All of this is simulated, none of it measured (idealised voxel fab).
Process module, titled voxel double patterning
Each square cell in cross-section cut measures 5 nm, and the section as a whole is 215 nm wide.
We lay out every cross-section as a grid of square cells and spell it out in bands from the top down, where one band means one or more rows of cells.
Band: top height; bottom height; in nm. Then, left to right: material with width in nm, for each material. "everywhere": a single material spanning edge to edge. "empty": empty space.
Measure heights from 0. That's the level where, below it, the as-received wafer is all one material. The lowest band is bottomless and extends downward; write it as in "z 0 and below".
The notation "30..40" denotes a width that varies across the rows of cells in the band, beginning at the first number in the top row, finishing at the second number in the bottom row, and changing by an identical amount from each row to the next.
The designation "nothing was modified", where it is given for a processing step, indicates that no cell of the cross-section was altered in the course of that step.
The entry titled "Sealed-off cavities" provides the empty spaces that have no open way to the top, restricted to those of 8 cells or more. Each is presented as width x height at distance, the distance being measured from the left edge, with all three in nm.
Read whatever lies past the settings on a step's line as the simulator's own remark about the step.
overlay nm: where the mask lay relative to plan, measured to the right, on steps with a mask; negatives go left.
Process steps - plan
1: RECEIVE (material Si)
2: CONFORMAL_DEP (material SiO2; thk nm 10)
3: DIRECTIONAL_DEP (material polySi; thk nm 10)
4: DIRECTIONAL_DEP (material SiCN; thk nm 10)
5: PATTERN (tone open; mask id FIRST; material resist; width nm 15; pitch nm 50; thk nm 15; overlay nm 0)
6: DIRECTIONAL_ETCH (etch materials SiCN; depth nm 10)
7: STRIP (etch materials resist)
8: DIRECTIONAL_DEP (material aC; thk nm 10)
9: PATTERN (tone open; mask id SECOND; material resist; width nm 15; pitch nm 50; thk nm 30; overlay nm 0)
10: DIRECTIONAL_ETCH (etch materials aC; depth nm 10)
11: STRIP (etch materials resist)
12: DIRECTIONAL_ETCH (etch materials SiCN; depth nm 10)
13: STRIP (etch materials aC)
14: DIRECTIONAL_ETCH (etch materials polySi; depth nm 10)
15: STRIP (etch materials SiCN)
Cross-section, incoming material, after step 1
	z 0 and below | Si everywhere
	Sealed-off cavities: none
Here's the wafer cut in cross-section after the module, started and planned just like above, except one thing was done wrong in the run
	z 20 to 10 | polySi 50 / empty 15 / polySi 15 / empty 15 / polySi 5 / empty 15 / polySi 15 / empty 15 / polySi 5 / empty 15 / polySi 50
	z 10 to 0 | SiO2 everywhere
	z 0 and below | Si everywhere
	Sealed-off cavities: none
Against the plan, the run slipped here: step 9 went in with a setting other than planned; the actual run was PATTERN (tone open; mask id SECOND; material resist; width nm 15; pitch nm 50; thk nm 30; overlay nm 5)
